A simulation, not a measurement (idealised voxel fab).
The following process module bears the name voxel self aligned vias.
Cross-section cut spans 300 nm and uses square cells 5 nm in size.
Heads up, the way a cross-section reads in here is a grid of square cells, handed over as bands from the top down, with every band being one or more rows of cells.
It is stipulated that each band's entry specify, in nanometres, the height of the top of the band and then that of its bottom, followed by the materials of the band in left-to-right sequence, each together with its width in nanometres. A single material marked by the word "all across" is understood to fill the band from edge to edge; the word "empty" is understood to denote empty space.
Heads up on the height convention: 0 is the point under which the incoming wafer is all one material, and the lowest band has no bottom, it just keeps going down, like "z 0 and below".
Width: "30->40" (first number = top row, second number = bottom row, same change from row to row of cells).
Basically "no alterations made" means that step didn't change any cell in the cross-section.
In the "Fully closed voids" entry, you get each enclosed empty space of 8 cells or more, one with no open way to the top, written width x height at distance, distance from the left edge, in nm.
It should be noted that, on the line of a given step, the content following the step's settings is a remark produced by the simulator itself with respect to that step.
The optional step-line setting "overlay nm" applies to steps with a mask and quantifies how far to the right of its planned location the mask lay, a negative value indicating leftward placement.
**Below is the list of planned process steps**
| 1 | RECEIVE [material Si] |
| 2 | CONFORMAL_DEP [material SiO2] [thk nm 15] |
| 3 | CONFORMAL_DEP [material SiCN] [thk nm 5] |
| 4 | DIRECTIONAL_DEP [material lowk] [thk nm 30] |
| 5 | MASKED_ETCH [tone open] [mask id LINES] [width nm 20] [pitch nm 60] [etch materials lowk] [depth nm 30] [overlay nm 0] |
| 6 | CONFORMAL_DEP [material TiN] [thk nm 5] |
| 7 | FILL_DEP [material Ru] [thk nm 10] |
| 8 | CMP [height nm 50] |
| 9 | SELECTIVE_ETCH [etch materials W Ru TiN] [depth nm 5] |
| 10 | FILL_DEP [material SiN] [thk nm 10] |
| 11 | CMP [height nm 50] |
| 12 | DIRECTIONAL_DEP [material lowk] [thk nm 20] |
| 13 | MASKED_ETCH [tone open] [mask id VIAS] [width nm 30] [pitch nm 60] [etch materials lowk] [depth nm 20] [overlay nm 0] |
| 14 | MASKED_ETCH [tone open] [mask id VIAS] [width nm 30] [pitch nm 60] [etch materials SiN] [depth nm 5] [overlay nm 0] |
| 15 | CONFORMAL_DEP [material TiN] [thk nm 5] |
| 16 | FILL_DEP [material Cu] [thk nm 10] |
| 17 | CMP [height nm 70] |
| 18 | CONFORMAL_DEP [material SiN] [thk nm 5] |
**The first of a set of two wafers, run to plan**
**The cross-section here shows the wafer as received, i.e. in its state after step 1**
	z 0 and below: Si all across
	Fully closed voids: none
**Presented here is a cross-section of the wafer after step 2 has been performed**
	z 15 to 0: SiO2 all across
	Note: structure below 0 unchanged.
**Presented here is a cross-section of the wafer after step 3 has been performed**
	z 20 to 15: SiCN all across
	Note: structure below 15 unchanged.
**Presented here is a cross-section of the wafer after step 4 has been performed**
	z 50 to 20: lowk all across
	Note: structure below 20 unchanged.
**Presented here is a cross-section of the wafer after step 5 has been performed**
	z 50 to 20: 80 nm lowk / 20 nm empty / 40 nm lowk / 20 nm empty / 40 nm lowk / 20 nm empty / 80 nm lowk
	Note: structure below 20 unchanged.
**Presented here is a cross-section of the wafer after step 6 has been performed**
	z 55 to 50: 85 nm TiN / 10 nm empty / 50 nm TiN / 10 nm empty / 50 nm TiN / 10 nm empty / 85 nm TiN
	z 50 to 25: 80 nm lowk / 5 nm TiN / 10 nm empty / 5 nm TiN / 40 nm lowk / 5 nm TiN / 10 nm empty / 5 nm TiN / 40 nm lowk / 5 nm TiN / 10 nm empty / 5 nm TiN / 80 nm lowk
	z 25 to 20: 80 nm lowk / 20 nm TiN / 40 nm lowk / 20 nm TiN / 40 nm lowk / 20 nm TiN / 80 nm lowk
	Note: structure below 20 unchanged.
**Presented here is a cross-section of the wafer after step 7 has been performed**
	z 65 to 55: Ru all across
	z 55 to 50: 85 nm TiN / 10 nm Ru / 50 nm TiN / 10 nm Ru / 50 nm TiN / 10 nm Ru / 85 nm TiN
	z 50 to 25: 80 nm lowk / 5 nm TiN / 10 nm Ru / 5 nm TiN / 40 nm lowk / 5 nm TiN / 10 nm Ru / 5 nm TiN / 40 nm lowk / 5 nm TiN / 10 nm Ru / 5 nm TiN / 80 nm lowk
	Note: structure below 25 unchanged.
**Presented here is a cross-section of the wafer after step 8 has been performed**
	z 50 to 25: 80 nm lowk / 5 nm TiN / 10 nm Ru / 5 nm TiN / 40 nm lowk / 5 nm TiN / 10 nm Ru / 5 nm TiN / 40 nm lowk / 5 nm TiN / 10 nm Ru / 5 nm TiN / 80 nm lowk
	Note: structure below 25 unchanged.
**Presented here is a cross-section of the wafer after step 9 has been performed**
	z 50 to 45: 80 nm lowk / 20 nm empty / 40 nm lowk / 20 nm empty / 40 nm lowk / 20 nm empty / 80 nm lowk
	Note: structure below 45 unchanged.
**Presented here is a cross-section of the wafer after step 10 has been performed**
	z 60 to 50: SiN all across
	z 50 to 45: 80 nm lowk / 20 nm SiN / 40 nm lowk / 20 nm SiN / 40 nm lowk / 20 nm SiN / 80 nm lowk
	Note: structure below 45 unchanged.
**Presented here is a cross-section of the wafer after step 11 has been performed**
	z 50 to 45: 80 nm lowk / 20 nm SiN / 40 nm lowk / 20 nm SiN / 40 nm lowk / 20 nm SiN / 80 nm lowk
	Note: structure below 45 unchanged.
**Presented here is a cross-section of the wafer after step 12 has been performed**
	z 70 to 50: lowk all across
	Note: structure below 50 unchanged.
**Presented here is a cross-section of the wafer after step 13 has been performed**
	z 70 to 50: 75 nm lowk / 30 nm empty / 30 nm lowk / 30 nm empty / 30 nm lowk / 30 nm empty / 75 nm lowk
	Note: structure below 50 unchanged.
**Presented here is a cross-section of the wafer after step 14 has been performed**
	z 70 to 50: 75 nm lowk / 30 nm empty / 30 nm lowk / 30 nm empty / 30 nm lowk / 30 nm empty / 75 nm lowk
	z 50 to 45: 80 nm lowk / 20 nm empty / 40 nm lowk / 20 nm empty / 40 nm lowk / 20 nm empty / 80 nm lowk
	Note: structure below 45 unchanged.
**Presented here is a cross-section of the wafer after step 15 has been performed**
	z 75 to 70: 80 nm TiN / 20 nm empty / 40 nm TiN / 20 nm empty / 40 nm TiN / 20 nm empty / 80 nm TiN
	z 70 to 55: 75 nm lowk / 5 nm TiN / 20 nm empty / 5 nm TiN / 30 nm lowk / 5 nm TiN / 20 nm empty / 5 nm TiN / 30 nm lowk / 5 nm TiN / 20 nm empty / 5 nm TiN / 75 nm lowk
	z 55 to 50: 75 nm lowk / 10 nm TiN / 10 nm empty / 10 nm TiN / 30 nm lowk / 10 nm TiN / 10 nm empty / 10 nm TiN / 30 nm lowk / 10 nm TiN / 10 nm empty / 10 nm TiN / 75 nm lowk
	z 50 to 45: 80 nm lowk / 20 nm TiN / 40 nm lowk / 20 nm TiN / 40 nm lowk / 20 nm TiN / 80 nm lowk
	Note: structure below 45 unchanged.
**Presented here is a cross-section of the wafer after step 16 has been performed**
	z 85 to 75: Cu all across
	z 75 to 70: 80 nm TiN / 20 nm Cu / 40 nm TiN / 20 nm Cu / 40 nm TiN / 20 nm Cu / 80 nm TiN
	z 70 to 55: 75 nm lowk / 5 nm TiN / 20 nm Cu / 5 nm TiN / 30 nm lowk / 5 nm TiN / 20 nm Cu / 5 nm TiN / 30 nm lowk / 5 nm TiN / 20 nm Cu / 5 nm TiN / 75 nm lowk
	z 55 to 50: 75 nm lowk / 10 nm TiN / 10 nm Cu / 10 nm TiN / 30 nm lowk / 10 nm TiN / 10 nm Cu / 10 nm TiN / 30 nm lowk / 10 nm TiN / 10 nm Cu / 10 nm TiN / 75 nm lowk
	Note: structure below 50 unchanged.
**Presented here is a cross-section of the wafer after step 17 has been performed**
	z 70 to 55: 75 nm lowk / 5 nm TiN / 20 nm Cu / 5 nm TiN / 30 nm lowk / 5 nm TiN / 20 nm Cu / 5 nm TiN / 30 nm lowk / 5 nm TiN / 20 nm Cu / 5 nm TiN / 75 nm lowk
	Note: structure below 55 unchanged.
**Presented here is a cross-section of the wafer after step 18 has been performed**
	z 75 to 70: SiN all across
	Note: structure below 70 unchanged.
**Second Wafer (Identical Start and Plan, One Processing Error; Matches First Wafer Through Step 4)**
**X-section, second wafer, when step 5 was due to finish**
	z 50 to 20: 85 nm lowk / 15 nm empty / 45 nm lowk / 15 nm empty / 45 nm lowk / 15 nm empty / 80 nm lowk
	Note: structure below 20 unchanged.
**X-section, second wafer, when step 6 was due to finish**
	z 55 to 50: 90 nm TiN / 5 nm empty / 55 nm TiN / 5 nm empty / 55 nm TiN / 5 nm empty / 85 nm TiN
	z 50 to 25: 85 nm lowk / 5 nm TiN / 5 nm empty / 5 nm TiN / 45 nm lowk / 5 nm TiN / 5 nm empty / 5 nm TiN / 45 nm lowk / 5 nm TiN / 5 nm empty / 5 nm TiN / 80 nm lowk
	z 25 to 20: 85 nm lowk / 15 nm TiN / 45 nm lowk / 15 nm TiN / 45 nm lowk / 15 nm TiN / 80 nm lowk
	Note: structure below 20 unchanged.
**X-section, second wafer, when step 7 was due to finish**
	z 65 to 55: Ru all across
	z 55 to 50: 90 nm TiN / 5 nm Ru / 55 nm TiN / 5 nm Ru / 55 nm TiN / 5 nm Ru / 85 nm TiN
	z 50 to 25: 85 nm lowk / 5 nm TiN / 5 nm Ru / 5 nm TiN / 45 nm lowk / 5 nm TiN / 5 nm Ru / 5 nm TiN / 45 nm lowk / 5 nm TiN / 5 nm Ru / 5 nm TiN / 80 nm lowk
	Note: structure below 25 unchanged.
**X-section, second wafer, when step 8 was due to finish**
	z 50 to 25: 85 nm lowk / 5 nm TiN / 5 nm Ru / 5 nm TiN / 45 nm lowk / 5 nm TiN / 5 nm Ru / 5 nm TiN / 45 nm lowk / 5 nm TiN / 5 nm Ru / 5 nm TiN / 80 nm lowk
	Note: structure below 25 unchanged.
**X-section, second wafer, when step 9 was due to finish**
	z 50 to 45: 85 nm lowk / 15 nm empty / 45 nm lowk / 15 nm empty / 45 nm lowk / 15 nm empty / 80 nm lowk
	Note: structure below 45 unchanged.
**X-section, second wafer, when step 10 was due to finish**
	z 60 to 50: SiN all across
	z 50 to 45: 85 nm lowk / 15 nm SiN / 45 nm lowk / 15 nm SiN / 45 nm lowk / 15 nm SiN / 80 nm lowk
	Note: structure below 45 unchanged.
**X-section, second wafer, when step 11 was due to finish**
	z 50 to 45: 85 nm lowk / 15 nm SiN / 45 nm lowk / 15 nm SiN / 45 nm lowk / 15 nm SiN / 80 nm lowk
	Note: structure below 45 unchanged.
**X-section, second wafer, when step 12 was due to finish**
	z 70 to 50: lowk all across
	Note: structure below 50 unchanged.
**X-section, second wafer, when step 13 was due to finish**
	z 70 to 50: 75 nm lowk / 30 nm empty / 30 nm lowk / 30 nm empty / 30 nm lowk / 30 nm empty / 75 nm lowk
	Note: structure below 50 unchanged.
**X-section, second wafer, when step 14 was due to finish**
	z 70 to 50: 75 nm lowk / 30 nm empty / 30 nm lowk / 30 nm empty / 30 nm lowk / 30 nm empty / 75 nm lowk
	z 50 to 45: 85 nm lowk / 15 nm empty / 45 nm lowk / 15 nm empty / 45 nm lowk / 15 nm empty / 80 nm lowk
	Note: structure below 45 unchanged.
**X-section, second wafer, when step 15 was due to finish**
	z 75 to 70: 80 nm TiN / 20 nm empty / 40 nm TiN / 20 nm empty / 40 nm TiN / 20 nm empty / 80 nm TiN
	z 70 to 55: 75 nm lowk / 5 nm TiN / 20 nm empty / 5 nm TiN / 30 nm lowk / 5 nm TiN / 20 nm empty / 5 nm TiN / 30 nm lowk / 5 nm TiN / 20 nm empty / 5 nm TiN / 75 nm lowk
	z 55 to 50: 75 nm lowk / 15 nm TiN / 5 nm empty / 10 nm TiN / 30 nm lowk / 15 nm TiN / 5 nm empty / 10 nm TiN / 30 nm lowk / 15 nm TiN / 5 nm empty / 10 nm TiN / 75 nm lowk
	z 50 to 45: 85 nm lowk / 15 nm TiN / 45 nm lowk / 15 nm TiN / 45 nm lowk / 15 nm TiN / 80 nm lowk
	Note: structure below 45 unchanged.
**X-section, second wafer, when step 16 was due to finish**
	z 85 to 75: Cu all across
	z 75 to 70: 80 nm TiN / 20 nm Cu / 40 nm TiN / 20 nm Cu / 40 nm TiN / 20 nm Cu / 80 nm TiN
	z 70 to 55: 75 nm lowk / 5 nm TiN / 20 nm Cu / 5 nm TiN / 30 nm lowk / 5 nm TiN / 20 nm Cu / 5 nm TiN / 30 nm lowk / 5 nm TiN / 20 nm Cu / 5 nm TiN / 75 nm lowk
	z 55 to 50: 75 nm lowk / 15 nm TiN / 5 nm Cu / 10 nm TiN / 30 nm lowk / 15 nm TiN / 5 nm Cu / 10 nm TiN / 30 nm lowk / 15 nm TiN / 5 nm Cu / 10 nm TiN / 75 nm lowk
	Note: structure below 50 unchanged.
**X-section, second wafer, when step 17 was due to finish**
	z 70 to 55: 75 nm lowk / 5 nm TiN / 20 nm Cu / 5 nm TiN / 30 nm lowk / 5 nm TiN / 20 nm Cu / 5 nm TiN / 30 nm lowk / 5 nm TiN / 20 nm Cu / 5 nm TiN / 75 nm lowk
	Note: structure below 55 unchanged.
**X-section, second wafer, when step 18 was due to finish**
	z 75 to 70: SiN all across
	Note: structure below 70 unchanged.
What was done differently from what was planned? step 5 went in with a setting other than planned; the actual run was MASKED_ETCH [tone open] [mask id LINES] [width nm 15] [pitch nm 60] [etch materials lowk] [depth nm 30] [overlay nm 0]
At the finish, the second wafer shows more or fewer cells for some materials than the first does: -3 Cu, -12 Ru, -3 TiN, +18 lowk
